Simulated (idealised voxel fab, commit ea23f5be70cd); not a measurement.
Name of the process module below: voxel gate over fins
This is section cut - it's 185 nm across, gridded in 5 nm square cells.
Heads up, the way a cross-section reads in here is a grid of square cells, handed over as bands from the top down, with every band being one or more rows of cells. For a band, the entry starts with two heights in nm, that of the top and then that of the bottom, and carries on with the band's materials in order from left to right, each alongside its width in nm; the word "throughout" beside a single material means it fills the band edge to edge, and "air" means empty space. Heights are expressed relative to 0, this being the level below which the as-received wafer comprises one material exclusively. The lowest band is unbounded in the downward direction and is denoted as in "z 0 and below". Width: "30 to 40" (first number = top row, second number = bottom row, same change from row to row of cells). "nothing altered" for a step: no cell of the cross-section changed in that step. Heads up: "Closed void catalog" only lists the empty pockets with no open path to the top that are 8 cells or more, and it writes them as width x height at distance, distance from the left edge, in nm. Past the settings on a step's line: simulator remark, on that step. A step's line can hold "overlay nm"; with a mask on that step, the setting says how far right of the planned place the mask lay, while a negative setting says it lay to the left.

-- Planned step list for the process
- 1: RECEIVE, material Si
- 2: CONFORMAL_DEP, material SiN, thk nm 10
- 3: PATTERN, tone cover, mask id FINS, material resist, width nm 15, pitch nm 40, thk nm 20, overlay nm 0
- 4: DIRECTIONAL_ETCH, etch materials SiN, depth nm 10
- 5: DIRECTIONAL_ETCH, etch materials Si, depth nm 35
- 6: STRIP, etch materials resist
- 7: FILL_DEP, material SiO2, thk nm 5
- 8: CMP, height nm 10
- 9: SELECTIVE_ETCH, etch materials SiO2, depth nm 25
- 10: STRIP, etch materials SiN
- 11: CONFORMAL_DEP, material HfO2, thk nm 5
- 12: CONFORMAL_DEP, material TiN, thk nm 5
- 13: CONFORMAL_DEP, material TiAl, thk nm 5
- 14: CONFORMAL_DEP, material TiN, thk nm 5
- 15: FILL_DEP, material W, thk nm 15
- 16: CMP, height nm 30
- 17: CONFORMAL_DEP, material SiCN, thk nm 5

-- Here's what the wafer looked like in cross-section when it arrived - that's after step 1
	z 0 and below  Si throughout
	Closed void catalog: none

-- Starting structure and process plan are as shown above, but one mistake was made in running the module; the wafer cross-section at the end of the module follows
	z 35 to 30  SiCN throughout
	z 30 to 20  W throughout
	z 20 to 15  W (25), then TiN (135), then W (25)
	z 15 to 10  W (25), then TiN (5), then TiAl (125), then TiN (5), then W (25)
	z 10 to 5  W (25), then TiN (5), then TiAl (5), then HfO2 (35), then TiAl (5), then HfO2 (35), then TiAl (5), then HfO2 (35), then TiAl (5), then TiN (5), then W (25)
	z 5 to 0  TiN (30), then TiAl (5), then HfO2 (5), then TiN (25), then HfO2 (5), then TiAl (5), then HfO2 (5), then TiN (25), then HfO2 (5), then TiAl (5), then HfO2 (5), then TiN (25), then HfO2 (5), then TiAl (5), then TiN (30)
	z 0 to -5  TiAl (35), then HfO2 (5), then TiN (5), then Si (15), then TiN (5), then HfO2 (5), then TiAl (5), then HfO2 (5), then TiN (5), then Si (15), then TiN (5), then HfO2 (5), then TiAl (5), then HfO2 (5), then TiN (5), then Si (15), then TiN (5), then HfO2 (5), then TiAl (35)
	z -5 to -10  HfO2 (40), then TiN (5), then Si (15), then TiN (5), then HfO2 (15), then TiN (5), then Si (15), then TiN (5), then HfO2 (15), then TiN (5), then Si (15), then TiN (5), then HfO2 (40)
	z -10 to -15  TiN (45), then Si (15), then TiN (25), then Si (15), then TiN (25), then Si (15), then TiN (45)
	z -15 to -35  SiO2 (45), then Si (15), then SiO2 (25), then Si (15), then SiO2 (25), then Si (15), then SiO2 (45)
	z -35 and below  Si throughout
	Closed void catalog: none
Error vs. plan: the processing plan was not followed for steps 11 and 12, which were run with their positions exchanged
